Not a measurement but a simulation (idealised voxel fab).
Process module under the name voxel transistor to metal
For reference, the cross-section in this document is cut, with width 150 nm and square cells of 5 nm.
Reading order for cross-sections: top band down to bottom band. Underlying form: a grid of square cells. Band size: one or more rows of cells.
Band entry format. Leading values: height of top, height of bottom, nm. Remainder: materials in left-to-right order, each with its width in nm. Special words: "everywhere" on a single material, which then fills the band edge to edge; "blank", empty space.
Height 0 is the level under which the wafer as received is all one material. The lowest band goes on downwards, as in "from 0 down".
Graded width ("30 to 40"): value in top row of band = first number; value in bottom row = second number; row-to-row change constant.
Any step labelled "nothing changed" changed none of the cells in the cross-section.
Empty spaces counting at least 8 cells and having no open way to the top are listed in "Voids, sealed". The notation width x height at distance is used for each, the distance being from the left edge and all three values in nm.
Formally, on a step line, whatever follows the settings is a remark that the simulator itself makes on the step.
overlay nm: how far to the right of its planned place the mask lay on this masked step (negative: to the left).

[The steps planned for the process are as follows]
- 1: RECEIVE (material Si)
- 2: OXIDIZE (depth nm 5)
- 3: CONFORMAL_DEP (material SiN; thk nm 10)
- 4: MASKED_ETCH (tone cover; mask id ACTIVE; width nm 115; etch materials SiN; depth nm 10; overlay nm 0)
- 5: MASKED_ETCH (tone cover; mask id ACTIVE; width nm 115; etch materials SiO2; depth nm 5; overlay nm 0)
- 6: MASKED_ETCH (tone cover; mask id ACTIVE; width nm 115; etch materials Si; depth nm 20; overlay nm 0)
- 7: FILL_DEP (material SiO2; thk nm 15)
- 8: CMP (height nm 10)
- 9: SELECTIVE_ETCH (etch materials SiO2; depth nm 5)
- 10: STRIP (etch materials SiN)
- 11: SELECTIVE_ETCH (etch materials SiO2; depth nm 5)
- 12: OXIDIZE (depth nm 5)
- 13: DIRECTIONAL_DEP (material polySi; thk nm 30)
- 14: DIRECTIONAL_DEP (material SiCN; thk nm 15)
- 15: MASKED_ETCH (tone cover; mask id GATE; width nm 35; etch materials SiCN; depth nm 25; overlay nm 0)
- 16: MASKED_ETCH (tone cover; mask id GATE; width nm 35; etch materials polySi; depth nm 40; overlay nm 0)
- 17: CONFORMAL_DEP (material SiN; thk nm 5)
- 18: DIRECTIONAL_ETCH (etch materials SiN; depth nm 5)
- 19: DIRECTIONAL_ETCH (etch materials SiO2; depth nm 5)
- 20: DIRECTIONAL_ETCH (etch materials Si; depth nm 5)
- 21: EPI (material nSi; thk nm 5)
- 22: FILL_DEP (material SiO2; thk nm 10)
- 23: CMP (height nm 25)
- 24: STRIP (etch materials polySi)
- 25: SELECTIVE_ETCH (etch materials SiO2; depth nm 5)
- 26: CONFORMAL_DEP (material HfO2; thk nm 5)
- 27: CONFORMAL_DEP (material TiN; thk nm 5)
- 28: FILL_DEP (material W; thk nm 5)
- 29: CMP (height nm 20)
- 30: DIRECTIONAL_DEP (material SiO2; thk nm 15)
- 31: DIRECTIONAL_DEP (material aC; thk nm 15)
- 32: PATTERN (tone open; mask id CONTACT; material resist; width nm 15; pitch nm 80; thk nm 30; overlay nm 0)
- 33: DIRECTIONAL_ETCH (etch materials aC; depth nm 15)
- 34: STRIP (etch materials resist)
- 35: DIRECTIONAL_ETCH (etch materials SiO2; depth nm 45)
- 36: STRIP (etch materials aC)
- 37: CONFORMAL_DEP (material TiN; thk nm 5)
- 38: FILL_DEP (material W; thk nm 10)
- 39: CMP (height nm 35)
- 40: DIRECTIONAL_DEP (material TiN; thk nm 5)
- 41: DIRECTIONAL_DEP (material Ru; thk nm 25)
- 42: PATTERN (tone cover; mask id METAL_1; material resist; width nm 15; pitch nm 80; thk nm 15; overlay nm 0)
- 43: DIRECTIONAL_ETCH (etch materials Ru; depth nm 25)
- 44: DIRECTIONAL_ETCH (etch materials TiN; depth nm 5)
- 45: STRIP (etch materials resist)
- 46: FILL_DEP (material lowk; thk nm 10)
- 47: CMP (height nm 65)
- 48: CONFORMAL_DEP (material SiN; thk nm 5)

[Received-state cross-section, reflecting completion of step 1]
    from 0 down: Si everywhere
    Voids, sealed: none

[Below is the wafer in cross-section after the module was completed. It began from the starting point shown above and followed the plan shown above, except that one mistake was made while running it]
    from 70 to 65: SiN everywhere
    from 65 to 40: 25 nm lowk  15 nm Ru  65 nm lowk  15 nm Ru  30 nm lowk
    from 40 to 35: 25 nm lowk  15 nm TiN  65 nm lowk  15 nm TiN  30 nm lowk
    from 35 to 20: 25 nm SiO2  5 nm TiN  5 nm W  5 nm TiN  65 nm SiO2  5 nm TiN  5 nm W  5 nm TiN  30 nm SiO2
    from 20 to 10: 25 nm SiO2  5 nm TiN  5 nm W  5 nm TiN  10 nm SiO2  5 nm SiN  5 nm HfO2  5 nm TiN  15 nm W  5 nm TiN  5 nm HfO2  5 nm SiN  10 nm SiO2  5 nm TiN  5 nm W  5 nm TiN  30 nm SiO2
    from 10 to 5: 25 nm SiO2  15 nm TiN  10 nm SiO2  5 nm SiN  5 nm HfO2  5 nm TiN  15 nm W  5 nm TiN  5 nm HfO2  5 nm SiN  10 nm SiO2  15 nm TiN  30 nm SiO2
    from 5 to 0: 50 nm SiO2  5 nm SiN  5 nm HfO2  5 nm TiN  15 nm W  5 nm TiN  5 nm HfO2  5 nm SiN  55 nm SiO2
    from 0 to -5: 10 nm SiO2  5 nm SiN  35 nm SiO2  5 nm SiN  5 nm HfO2  25 nm TiN  5 nm HfO2  5 nm SiN  35 nm SiO2  5 nm SiN  15 nm SiO2
    from -5 to -10: 45 nm SiO2  5 nm nSi  45 nm HfO2  5 nm nSi  50 nm SiO2
    from -10 to -15: 15 nm SiO2  35 nm nSi  45 nm Si  35 nm nSi  20 nm SiO2
    from -15 to -25: 15 nm SiO2  115 nm Si  20 nm SiO2
    from -25 down: Si everywhere
    Voids, sealed: none
Short version of what went wrong: in the plan, step 30 was performed twice
